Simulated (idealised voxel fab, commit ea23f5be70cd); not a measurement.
The following is a process module called voxel ribs on slabs.
The cross-section on display is named cut; it measures 155 nm wide, and its cells are 5 nm squares.
A cross-section is written here as square cells arranged in a grid, and it is given in bands from the top down, each band taking up one or more rows of cells.
This entry defines a band. It first specifies the height of the band's top and the height of its bottom in nm, and then specifies the band's materials from left to right, stating each material with its width in nm. The word "all across" identifies a single material that fills the band from edge to edge, while the word "air" identifies empty space.
Height 0 is the level under which the wafer as received is all one material. The lowest band goes on downwards, as in "0 -> down".
A two-number width, for instance "30 to 40", indicates that the width is equal to the first number in the top row of the band and to the second number in the bottom row, and that it changes by a constant amount per row of cells.
Where a step carries "changes: none", the cross-section came out of it unchanged, cell for cell.
The list in "Enclosed cavities" covers empty spaces of 8 cells or more that cannot reach the top through any open way, and it gives each as width x height at distance; the distance is from the left edge, and width, height and distance are in nm.
Heads up: the bit after the settings on a step's line is the simulator's remark on that step.
"overlay nm", when on a step's line for a step with a mask, measures how far to the right of its planned place the mask lay; a negative measure means to the left.
-- The following list gives the planned process steps
step 1: RECEIVE, material Si
step 2: DIRECTIONAL_DEP, material SiO2, thk nm 20
step 3: DIRECTIONAL_DEP, material SiN, thk nm 15
step 4: DIRECTIONAL_DEP, material aC, thk nm 10
step 5: PATTERN, tone cover, mask id RIB, material resist, width nm 30, thk nm 30, overlay nm 0
step 6: DIRECTIONAL_ETCH, etch materials aC, depth nm 10
step 7: STRIP, etch materials resist
step 8: DIRECTIONAL_ETCH, etch materials SiN, depth nm 10
step 9: STRIP, etch materials aC
step 10: DIRECTIONAL_DEP, material aC, thk nm 15
step 11: PATTERN, tone cover, mask id SLAB, material resist, width nm 90, thk nm 35, overlay nm 0
step 12: DIRECTIONAL_ETCH, etch materials aC, depth nm 15
step 13: STRIP, etch materials resist
step 14: DIRECTIONAL_ETCH, etch materials SiN, depth nm 5
step 15: STRIP, etch materials aC
step 16: FILL_DEP, material SiO2, thk nm 25
step 17: CMP, height nm 50
step 18: DIRECTIONAL_DEP, material W, thk nm 10
step 19: DIRECTIONAL_DEP, material aC, thk nm 15
step 20: PATTERN, tone cover, mask id HEATER, material resist, width nm 40, thk nm 35, overlay nm 0
step 21: DIRECTIONAL_ETCH, etch materials aC, depth nm 15
step 22: STRIP, etch materials resist
step 23: DIRECTIONAL_ETCH, etch materials W, depth nm 10
step 24: STRIP, etch materials aC
step 25: CONFORMAL_DEP, material SiN, thk nm 10
-- Cross-section, incoming material, after step 1
- 0 -> down | Si all across
- Enclosed cavities: none
-- The cross-section shown corresponds to the wafer at the conclusion of the module. The initial structure and the process plan are those presented above; however, one mistake occurred in executing the plan
- 70 -> 60 | 45 nm air; 60 nm SiN; 50 nm air
- 60 -> 50 | 55 nm SiN; 40 nm W; 60 nm SiN
- 50 -> 30 | SiO2 all across
- 30 -> 20 | 60 nm SiO2; 30 nm SiN; 65 nm SiO2
- 20 -> 15 | 30 nm SiO2; 90 nm SiN; 35 nm SiO2
- 15 -> 0 | SiO2 all across
- 0 -> down | Si all across
- Enclosed cavities: none
Plan not followed: not per plan at step 2, really ran DIRECTIONAL_DEP, material SiO2, thk nm 15
